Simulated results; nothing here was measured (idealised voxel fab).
A process module follows: voxel capacitor over wiring.
The cross-section shown here is cut; it is 160 nm wide and divided into square cells measuring 5 nm on a side.
Bands, listed from the top down, are how a cross-section gets written in this document; the cross-section itself is a grid of square cells, and a band is one or more rows of them.
Band: top height; bottom height; in nm. Then, left to right: material with width in nm, for each material. "throughout": a single material spanning edge to edge. "blank": empty space.
A quick word on heights: they are counted from 0, and under that level the wafer as it came to us is one material throughout. The lowest band is different from the rest in having no bottom; it simply continues downward, written as in "from 0 down".
You'd read "30..40" like this: the band's top row of cells is as wide as the first number, its bottom row is as wide as the second, and going down, every row changes width by the same amount as the row before did.
"left unchanged" means the step left every cell of the cross-section as it was.
In "Closed void inventory" the enclosed voids are listed, meaning empty spaces of 8 cells or larger without any opening to the top. The form is width x height at distance, distance from the left edge, units nm.
What comes after the settings on a step's line is commentary from the simulator itself on that step.
overlay nm: mask right of planned place by this much (step with mask). Neg. = left.

**Below is the list of planned process steps**
| 1 | RECEIVE [material Si] |
| 2 | CONFORMAL_DEP [material SiO2] [thk nm 15] |
| 3 | CONFORMAL_DEP [material SiN] [thk nm 5] |
| 4 | DIRECTIONAL_DEP [material lowk] [thk nm 20] |
| 5 | DIRECTIONAL_DEP [material aC] [thk nm 10] |
| 6 | PATTERN [tone open] [mask id METAL_1] [material resist] [width nm 30] [pitch nm 95] [thk nm 30] [overlay nm 0] |
| 7 | DIRECTIONAL_ETCH [etch materials aC] [depth nm 10] |
| 8 | STRIP [etch materials resist] |
| 9 | DIRECTIONAL_ETCH [etch materials lowk] [depth nm 20] |
| 10 | DIRECTIONAL_ETCH [etch materials SiN] [depth nm 5] |
| 11 | STRIP [etch materials aC] |
| 12 | CONFORMAL_DEP [material TiN] [thk nm 5] |
| 13 | FILL_DEP [material W] [thk nm 10] |
| 14 | CMP [height nm 40] |
| 15 | CONFORMAL_DEP [material SiCN] [thk nm 5] |
| 16 | DIRECTIONAL_DEP [material SiO2] [thk nm 10] |
| 17 | DIRECTIONAL_DEP [material aC] [thk nm 15] |
| 18 | PATTERN [tone open] [mask id PLUG_1] [material resist] [width nm 15] [thk nm 35] [overlay nm 0] |
| 19 | DIRECTIONAL_ETCH [etch materials aC] [depth nm 15] |
| 20 | STRIP [etch materials resist] |
| 21 | DIRECTIONAL_ETCH [etch materials SiO2] [depth nm 10] |
| 22 | DIRECTIONAL_ETCH [etch materials SiCN] [depth nm 5] |
| 23 | STRIP [etch materials aC] |
| 24 | CONFORMAL_DEP [material TiN] [thk nm 5] |
| 25 | FILL_DEP [material W] [thk nm 5] |
| 26 | CMP [height nm 55] |
| 27 | DIRECTIONAL_DEP [material TiN] [thk nm 5] |
| 28 | DIRECTIONAL_DEP [material HfO2] [thk nm 5] |
| 29 | DIRECTIONAL_DEP [material TiN] [thk nm 10] |
| 30 | PATTERN [tone cover] [mask id UPPER_PLATE] [material resist] [width nm 70] [thk nm 15] [overlay nm 0] |
| 31 | DIRECTIONAL_ETCH [etch materials TiN] [depth nm 10] |
| 32 | DIRECTIONAL_ETCH [etch materials HfO2] [depth nm 5] |
| 33 | STRIP [etch materials resist] |
| 34 | DIRECTIONAL_DEP [material aC] [thk nm 10] |
| 35 | PATTERN [tone cover] [mask id LOWER_PLATE] [material resist] [width nm 80] [thk nm 30] [overlay nm 0] |
| 36 | DIRECTIONAL_ETCH [etch materials aC] [depth nm 10] |
| 37 | STRIP [etch materials resist] |
| 38 | DIRECTIONAL_ETCH [etch materials TiN] [depth nm 5] |
| 39 | STRIP [etch materials aC] |
| 40 | FILL_DEP [material SiO2] [thk nm 15] |
| 41 | CMP [height nm 85] |
| 42 | DIRECTIONAL_DEP [material aC] [thk nm 15] |
| 43 | PATTERN [tone open] [mask id PLUG_2] [material resist] [width nm 15] [thk nm 35] [overlay nm 0] |
| 44 | DIRECTIONAL_ETCH [etch materials aC] [depth nm 15] |
| 45 | STRIP [etch materials resist] |
| 46 | DIRECTIONAL_ETCH [etch materials SiO2] [depth nm 10] |
| 47 | STRIP [etch materials aC] |
| 48 | CONFORMAL_DEP [material TiN] [thk nm 5] |
| 49 | FILL_DEP [material Cu] [thk nm 10] |
| 50 | CMP [height nm 85] |
| 51 | CONFORMAL_DEP [material SiCN] [thk nm 5] |

**Incoming wafer in cross-section (state: after step 1)**
> from 0 down | Si throughout
> Closed void inventory: none

**first wafer at the end, as planned**
> from 90 to 85 | SiCN throughout
> from 85 to 80 | 40 SiO2; 5 TiN; 5 Cu; 5 TiN; 105 SiO2
> from 80 to 75 | 40 SiO2; 15 TiN; 105 SiO2
> from 75 to 65 | 30 SiO2; 70 TiN; 60 SiO2
> from 65 to 60 | 30 SiO2; 70 HfO2; 60 SiO2
> from 60 to 55 | 25 SiO2; 80 TiN; 55 SiO2
> from 55 to 45 | 30 SiO2; 5 TiN; 5 W; 5 TiN; 115 SiO2
> from 45 to 40 | 30 SiCN; 15 TiN; 115 SiCN
> from 40 to 20 | 15 lowk; 5 TiN; 20 W; 5 TiN; 65 lowk; 5 TiN; 20 W; 5 TiN; 20 lowk
> from 20 to 15 | 15 SiN; 30 TiN; 65 SiN; 30 TiN; 20 SiN
> from 15 to 0 | SiO2 throughout
> from 0 down | Si throughout
> Closed void inventory: none

**Second of two wafers, module complete, sectioned: it shares the first wafer's start and plan but was run with one mistake**
> from 90 to 85 | SiCN throughout
> from 85 to 80 | 40 SiO2; 5 TiN; 5 Cu; 5 TiN; 105 SiO2
> from 80 to 75 | 40 SiO2; 15 TiN; 105 SiO2
> from 75 to 65 | 35 SiO2; 65 TiN; 60 SiO2
> from 65 to 60 | 35 SiO2; 65 HfO2; 60 SiO2
> from 60 to 55 | 25 SiO2; 80 TiN; 55 SiO2
> from 55 to 45 | 30 SiO2; 5 TiN; 5 W; 5 TiN; 115 SiO2
> from 45 to 40 | 30 SiCN; 15 TiN; 115 SiCN
> from 40 to 20 | 15 lowk; 5 TiN; 20 W; 5 TiN; 65 lowk; 5 TiN; 20 W; 5 TiN; 20 lowk
> from 20 to 15 | 15 SiN; 30 TiN; 65 SiN; 30 TiN; 20 SiN
> from 15 to 0 | SiO2 throughout
> from 0 down | Si throughout
> Closed void inventory: none
Where did the run depart from the plan? it should be noted that step 30 was executed with settings other than those planned, the operation and settings actually applied being PATTERN [tone cover] [mask id UPPER_PLATE] [material resist] [width nm 65] [thk nm 15] [overlay nm 0]
Final comparison by cell count, materials where the second wafer has more or fewer than the first: HfO2 -1 | SiO2 +3 | TiN -2
